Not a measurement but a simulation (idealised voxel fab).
process module | voxel self aligned vias
cross-section cut | 280 nm wide | cells 5 nm
A cross-section is a grid of square cells, given in bands from the top down. A band is one or more rows of cells.
Each band's line starts with the height of the band's top and of its bottom, in nm. Then come its materials from left to right, each with its width in nm. One material with "throughout" fills the band from edge to edge. "air" is empty space.
Height 0 is the level under which the wafer as received is all one material. The lowest band goes on downwards, as in "0 down".
A width such as "30 to 40" changes by the same amount from each row of cells to the next, from the band's top row to its bottom row.
"no change" after a step means that no cell of the cross-section changed.
closed voids: empty space of 8 cells or more with no open way to the top, each as width x height at its distance from the left edge, in nm
after a step's settings: what the simulator itself notes on the step
overlay nm, on a step with a mask: how far to the right of its planned place the mask lay; to the left if negative
plan
1 op RECEIVE | material Si
2 op CONFORMAL_DEP | material SiO2 | thk nm 10
3 op CONFORMAL_DEP | material SiCN | thk nm 5
4 op DIRECTIONAL_DEP | material lowk | thk nm 20
5 op DIRECTIONAL_DEP | material aC | thk nm 10
6 op PATTERN | tone open | mask id LINES | material resist | width nm 25 | pitch nm 70 | thk nm 25 | overlay nm 0
7 op DIRECTIONAL_ETCH | etch materials aC | depth nm 10
8 op STRIP | etch materials resist
9 op DIRECTIONAL_ETCH | etch materials lowk | depth nm 20
10 op STRIP | etch materials aC
11 op CONFORMAL_DEP | material TiN | thk nm 5
12 op FILL_DEP | material Ru | thk nm 10
13 op CMP | height nm 35
14 op SELECTIVE_ETCH | etch materials W Ru TiN | depth nm 10
15 op FILL_DEP | material SiN | thk nm 10
16 op CMP | height nm 35
17 op DIRECTIONAL_DEP | material lowk | thk nm 15
18 op DIRECTIONAL_DEP | material aC | thk nm 15
19 op PATTERN | tone open | mask id VIAS | material resist | width nm 45 | pitch nm 70 | thk nm 30 | overlay nm 0
20 op DIRECTIONAL_ETCH | etch materials aC | depth nm 15
21 op STRIP | etch materials resist
22 op DIRECTIONAL_ETCH | etch materials lowk | depth nm 15
23 op DIRECTIONAL_ETCH | etch materials SiN | depth nm 10
24 op STRIP | etch materials aC
25 op CONFORMAL_DEP | material TiN | thk nm 5
26 op FILL_DEP | material W | thk nm 10
27 op CMP | height nm 50
28 op CONFORMAL_DEP | material SiCN | thk nm 5
as received, after step 1
  0 down: Si throughout
  closed voids: none
a wafer at the end: this start, this plan, one mistake
  55 to 50: SiCN throughout
  50 to 40: lowk 40 | TiN 5 | W 45 | TiN 5 | lowk 15 | TiN 5 | W 45 | TiN 5 | lowk 15 | TiN 5 | W 45 | TiN 5 | lowk 45
  40 to 30: lowk 40 to 55 | TiN 20 to 5 | W 15 | TiN 20 to 5 | lowk 15 to 45 | TiN 20 to 5 | W 15 | TiN 20 to 5 | lowk 15 to 45 | TiN 20 to 5 | W 15 | TiN 20 to 5 | lowk 45 to 60
  30 to 25: lowk 55 | TiN 25 | lowk 45 | TiN 25 | lowk 45 | TiN 25 | lowk 60
  25 to 20: lowk 55 | TiN 5 | Ru 15 | TiN 5 | lowk 45 | TiN 5 | Ru 15 | TiN 5 | lowk 45 | TiN 5 | Ru 15 | TiN 5 | lowk 60
  20 to 15: lowk 55 | TiN 25 | lowk 45 | TiN 25 | lowk 45 | TiN 25 | lowk 60
  15 to 10: SiCN throughout
  10 to 0: SiO2 throughout
  0 down: Si throughout
  closed voids: none
what went wrong: step 19 ran as: op PATTERN | tone open | mask id VIAS | material resist | width nm 55 | pitch nm 70 | thk nm 30 | overlay nm 0
